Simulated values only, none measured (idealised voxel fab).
Process module, titled voxel wiring stack
Displayed cross-section: cut, width of 210 nm, square cells sized 5 nm.
Think of the cross-section as a grid of square cells. We describe it in bands, top to bottom, and each band covers one or more rows of those cells.
Band: top and bottom heights (nm) first, top before bottom; then materials from left to right, widths in nm. "all across" marks a sole material filling the band edge to edge. "empty" denotes empty space.
Counting heights begins at 0, where everything beneath is, in the wafer as received, one material. The lowest band has no bottom; it goes on downwards, as "0 and below" shows.
With a width like "30..40", each row of cells in the band differs from the next by the same amount, the top row carrying the first number and the bottom row the second.
Reading "remained unchanged" for a step: not a cell of the cross-section changed in it.
You'll see "Closed void entries" listing empty spaces that have no way open to the top, as long as they're 8 cells or more; the notation is width x height at distance, where the distance is from the left edge, and all of it is in nm.
Text after the settings on a step's line: the simulator's own remark on that step.
overlay nm: where the mask lay relative to plan, measured to the right, on steps with a mask; negatives go left.

Set out below are the planned steps of the process:
1 RECEIVE [material Si]
2 CONFORMAL_DEP [material SiO2] [thk nm 15]
3 DIRECTIONAL_DEP [material TiN] [thk nm 5]
4 DIRECTIONAL_DEP [material Ru] [thk nm 25]
5 DIRECTIONAL_DEP [material aC] [thk nm 15]
6 PATTERN [tone cover] [mask id METAL_1] [material resist] [width nm 30] [pitch nm 55] [thk nm 35] [overlay nm 0]
7 DIRECTIONAL_ETCH [etch materials aC] [depth nm 15]
8 STRIP [etch materials resist]
9 DIRECTIONAL_ETCH [etch materials Ru] [depth nm 25]
10 DIRECTIONAL_ETCH [etch materials TiN] [depth nm 5]
11 STRIP [etch materials aC]
12 CONFORMAL_DEP [material SiN] [thk nm 5]
13 FILL_DEP [material SiO2] [thk nm 5]
14 CMP [height nm 45]
15 CONFORMAL_DEP [material SiCN] [thk nm 5]
16 DIRECTIONAL_DEP [material SiO2] [thk nm 35]
17 MASKED_ETCH [tone open] [mask id METAL_2_HOLES] [width nm 15] [pitch nm 55] [etch materials SiO2] [depth nm 35] [overlay nm 0]
18 MASKED_ETCH [tone open] [mask id METAL_2] [width nm 30] [pitch nm 55] [etch materials SiO2] [depth nm 20] [overlay nm 0]
19 MASKED_ETCH [tone open] [mask id METAL_2] [width nm 30] [pitch nm 55] [etch materials SiCN] [depth nm 5] [overlay nm 0]
20 CONFORMAL_DEP [material TiN] [thk nm 5]
21 FILL_DEP [material Ru] [thk nm 5]
22 CMP [height nm 85]
23 CONFORMAL_DEP [material SiCN] [thk nm 5]
24 DIRECTIONAL_DEP [material lowk] [thk nm 15]
25 PATTERN [tone open] [mask id PLUG_2] [material resist] [width nm 15] [thk nm 20] [overlay nm 0]
26 DIRECTIONAL_ETCH [etch materials lowk] [depth nm 15]
27 DIRECTIONAL_ETCH [etch materials SiCN] [depth nm 5]
28 STRIP [etch materials resist]
29 EPI [material Ru] [thk nm 10]
30 EPI [material Ru] [thk nm 10]
31 DIRECTIONAL_DEP [material TiN] [thk nm 5]
32 DIRECTIONAL_DEP [material Ru] [thk nm 15]
33 MASKED_ETCH [tone cover] [mask id METAL_3] [width nm 30] [pitch nm 55] [etch materials Ru] [depth nm 15] [overlay nm 0]
34 MASKED_ETCH [tone cover] [mask id METAL_3] [width nm 30] [pitch nm 55] [etch materials TiN] [depth nm 5] [overlay nm 0]
35 CONFORMAL_DEP [material SiN] [thk nm 5]
36 FILL_DEP [material SiO2] [thk nm 10]
37 CMP [height nm 125]
38 CONFORMAL_DEP [material SiN] [thk nm 5]

This is the cross-section of the wafer as we received it, i.e. after step 1:
	0 and below: Si all across
	Closed void entries: none

Post-module cross-section: identical start and plan to those above, one misstep in execution:
	130 down to 125: SiN all across
	125 down to 120: 55 nm SiO2, 40 nm SiN, 15 nm SiO2, 40 nm SiN, 60 nm SiO2
	120 down to 110: 55 nm SiO2, 5 nm SiN, 30 nm Ru, 5 nm SiN, 15 nm SiO2, 5 nm SiN, 30 nm Ru, 5 nm SiN, 60 nm SiO2
	110 down to 105: 60 nm SiN, 30 nm Ru, 25 nm SiN, 30 nm Ru, 65 nm SiN
	105 down to 90: 60 nm lowk, 15 nm Ru, 135 nm lowk
	90 down to 85: 60 nm SiCN, 15 nm Ru, 135 nm SiCN
	85 down to 70: 60 nm SiO2, 5 nm TiN, 20 nm Ru, 5 nm TiN, 25 nm SiO2, 5 nm TiN, 20 nm Ru, 5 nm TiN, 65 nm SiO2
	70 down to 65: 60 nm SiO2, 5 nm TiN, 5 nm Ru, 20 nm TiN, 25 nm SiO2, 5 nm TiN, 5 nm Ru, 20 nm TiN, 65 nm SiO2
	65 down to 50: 60 nm SiO2, 5 nm TiN, 5 nm Ru, 5 nm TiN, 40 nm SiO2, 5 nm TiN, 5 nm Ru, 5 nm TiN, 80 nm SiO2
	50 down to 45: 60 nm SiCN, 15 nm TiN, 40 nm SiCN, 15 nm TiN, 80 nm SiCN
	45 down to 20: 55 nm SiO2, 5 nm SiN, 30 nm Ru, 5 nm SiN, 15 nm SiO2, 5 nm SiN, 30 nm Ru, 5 nm SiN, 60 nm SiO2
	20 down to 15: 60 nm SiN, 30 nm TiN, 25 nm SiN, 30 nm TiN, 65 nm SiN
	15 down to 0: SiO2 all across
	0 and below: Si all across
	Closed void entries: none
The mistake made against the process plan was this: step 31 was left out
